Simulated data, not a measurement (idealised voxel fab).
process module | voxel released beams
cross-section cut | 200 nm wide | cells 5 nm
A cross-section is a grid of square cells, given in bands from the top down. A band is one or more rows of cells.
Each band's line starts with the height of the band's top and of its bottom, in nm. Then come its materials from left to right, each with its width in nm. One material with "throughout" fills the band from edge to edge. "air" is empty space.
Height 0 is the level under which the wafer as received is all one material. The lowest band goes on downwards, as in "0 down".
A width such as "30 to 40" changes by the same amount from each row of cells to the next, from the band's top row to its bottom row.
"no change" after a step means that no cell of the cross-section changed.
closed voids: empty space of 8 cells or more with no open way to the top, each as width x height at its distance from the left edge, in nm
after a step's settings: what the simulator itself notes on the step
overlay nm, on a step with a mask: how far to the right of its planned place the mask lay; to the left if negative
plan
1 op RECEIVE | material Si
2 op CONFORMAL_DEP | material Al2O3 | thk nm 10
3 op DIRECTIONAL_DEP | material SiO2 | thk nm 20
4 op MASKED_ETCH | tone open | mask id ANCHOR | width nm 25 | etch materials SiO2 | depth nm 20 | overlay nm 0
5 op CONFORMAL_DEP | material polySi | thk nm 10
6 op MASKED_ETCH | tone cover | mask id BEAM | width nm 75 | etch materials polySi | depth nm 10 | overlay nm 0
7 op STRIP | etch materials SiO2
as received, after step 1
  0 down: Si throughout
  closed voids: none
first wafer at the end, as planned
  40 to 30: air 60 | polySi 15 | air 5 | polySi 55 | air 65
  30 to 20: air 65 | polySi 10 | air 5 | polySi 10 | air 110
  20 to 10: air 65 | polySi 25 | air 110
  10 to 0: Al2O3 throughout
  0 down: Si throughout
  closed voids: none
second wafer at the end: like start, like plan, one mistake
  40 to 30: air 60 | polySi 40 | air 100
  30 to 20: air 55 | polySi 10 | SiO2 25 | polySi 10 | air 100
  20 to 10: air 55 | polySi 10 | SiO2 25 | polySi 45 | air 65
  10 to 0: Al2O3 throughout
  0 down: Si throughout
  closed voids: none
what went wrong: step 4 ran as: op MASKED_ETCH | tone cover | mask id ANCHOR | width nm 25 | etch materials SiO2 | depth nm 20 | overlay nm 0
at the end the second wafer has, in cells: 20 more of SiO2
